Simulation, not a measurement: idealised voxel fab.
Module name: voxel gate over fins (process module)
We display cut, a cross-section 250 nm in width whose square cells are each 5 nm.
Cross-section spec: square-cell grid; bands listed top down; each band is one or more rows.
It is stipulated that each band's entry specify, in nanometres, the height of the top of the band and then that of its bottom, followed by the materials of the band in left-to-right sequence, each together with its width in nanometres. A single material marked by the word "all across" is understood to fill the band from edge to edge; the word "blank" is understood to denote empty space.
Zero point of the height axis is 0; under it, received wafer = one material. Lowest band: continues down indefinitely, "0 down".
You'd read "30..40" like this: the band's top row of cells is as wide as the first number, its bottom row is as wide as the second, and going down, every row changes width by the same amount as the row before did.
A step reported as "nothing changed" is a step in which no cell of the cross-section changed.
"Closed internal voids": empty spaces of 8 cells or more with no open way to the top, each given as width x height at distance, distance from the left edge, all in nm.
That trailing text on a step's line, after the settings, is the simulator's own remark on the step.
overlay nm: step with mask; distance mask lay right of planned place; negative value = left of planned place.

[Steps in the process plan]
step 1: RECEIVE: material Si
step 2: CONFORMAL_DEP: material SiN, thk nm 10
step 3: DIRECTIONAL_DEP: material aC, thk nm 15
step 4: PATTERN: tone cover, mask id FINS, material resist, width nm 15, pitch nm 55, thk nm 35, overlay nm 0
step 5: DIRECTIONAL_ETCH: etch materials aC, depth nm 15
step 6: STRIP: etch materials resist
step 7: DIRECTIONAL_ETCH: etch materials SiN, depth nm 10
step 8: DIRECTIONAL_ETCH: etch materials Si, depth nm 30
step 9: STRIP: etch materials aC
step 10: OXIDIZE: depth nm 5
step 11: FILL_DEP: material SiO2, thk nm 10
step 12: CMP: height nm 10
step 13: DIRECTIONAL_DEP: material aC, thk nm 15
step 14: PATTERN: tone open, mask id RAIL, material resist, width nm 15, thk nm 30, overlay nm 0
step 15: DIRECTIONAL_ETCH: etch materials aC, depth nm 15
step 16: STRIP: etch materials resist
step 17: DIRECTIONAL_ETCH: etch materials SiO2, depth nm 35
step 18: STRIP: etch materials aC
step 19: CONFORMAL_DEP: material TiN, thk nm 5
step 20: FILL_DEP: material Ru, thk nm 5
step 21: CMP: height nm 10
step 22: SELECTIVE_ETCH: etch materials W Ru TiN, depth nm 30
step 23: FILL_DEP: material SiO2, thk nm 5
step 24: CMP: height nm 10
step 25: SELECTIVE_ETCH: etch materials SiO2, depth nm 20
step 26: STRIP: etch materials SiN
step 27: CONFORMAL_DEP: material HfO2, thk nm 5
step 28: CONFORMAL_DEP: material TiN, thk nm 5
step 29: FILL_DEP: material W, thk nm 15
step 30: CMP: height nm 20
step 31: CONFORMAL_DEP: material SiN, thk nm 10

[Incoming wafer, cross-sectional view, post step 1]
	0 down | Si all across
	Closed internal voids: none

[The first of two wafers, cross-sectioned at the end of the module, with the run proceeding as planned]
	30 to 20 | SiN all across
	20 to 10 | W all across
	10 to 5 | 85 nm W | 25 nm TiN | 30 nm W | 25 nm TiN | 85 nm W
	5 to 0 | 85 nm W | 5 nm TiN | 15 nm HfO2 | 5 nm TiN | 30 nm W | 5 nm TiN | 15 nm HfO2 | 5 nm TiN | 85 nm W
	0 to -5 | 90 nm TiN | 5 nm HfO2 | 5 nm Si | 5 nm HfO2 | 40 nm TiN | 5 nm HfO2 | 5 nm Si | 5 nm HfO2 | 90 nm TiN
	-5 to -10 | 95 nm HfO2 | 5 nm Si | 50 nm HfO2 | 5 nm Si | 95 nm HfO2
	-10 to -20 | 95 nm SiO2 | 5 nm Si | 50 nm SiO2 | 5 nm Si | 95 nm SiO2
	-20 to -25 | 95 nm SiO2 | 5 nm Si | 15 nm SiO2 | 15 nm TiN | 20 nm SiO2 | 5 nm Si | 95 nm SiO2
	-25 to -35 | 95 nm SiO2 | 5 nm Si | 50 nm SiO2 | 5 nm Si | 95 nm SiO2
	-35 down | Si all across
	Closed internal voids: none

[This is the second of the two wafers, cross-sectioned at the end of the module; it started exactly like the first and was given the same plan, but it was run with one mistake]
	30 to 20 | SiN all across
	20 to 10 | W all across
	10 to 5 | 85 nm W | 25 nm TiN | 30 nm W | 25 nm TiN | 85 nm W
	5 to 0 | 85 nm W | 5 nm TiN | 15 nm HfO2 | 5 nm TiN | 30 nm W | 5 nm TiN | 15 nm HfO2 | 5 nm TiN | 85 nm W
	0 to -5 | 90 nm TiN | 5 nm HfO2 | 5 nm Si | 5 nm HfO2 | 40 nm TiN | 5 nm HfO2 | 5 nm Si | 5 nm HfO2 | 90 nm TiN
	-5 to -10 | 95 nm HfO2 | 5 nm Si | 50 nm HfO2 | 5 nm Si | 95 nm HfO2
	-10 to -20 | 95 nm SiO2 | 5 nm Si | 50 nm SiO2 | 5 nm Si | 95 nm SiO2
	-20 to -25 | 95 nm SiO2 | 5 nm Si | 20 nm SiO2 | 15 nm TiN | 15 nm SiO2 | 5 nm Si | 95 nm SiO2
	-25 to -35 | 95 nm SiO2 | 5 nm Si | 50 nm SiO2 | 5 nm Si | 95 nm SiO2
	-35 down | Si all across
	Closed internal voids: none
Against the plan, the run slipped here: step 14 did not use the planned setting and instead ran as PATTERN: tone open, mask id RAIL, material resist, width nm 15, thk nm 30, overlay nm 5
Both wafers, final: cells per material equal; arrangement not.
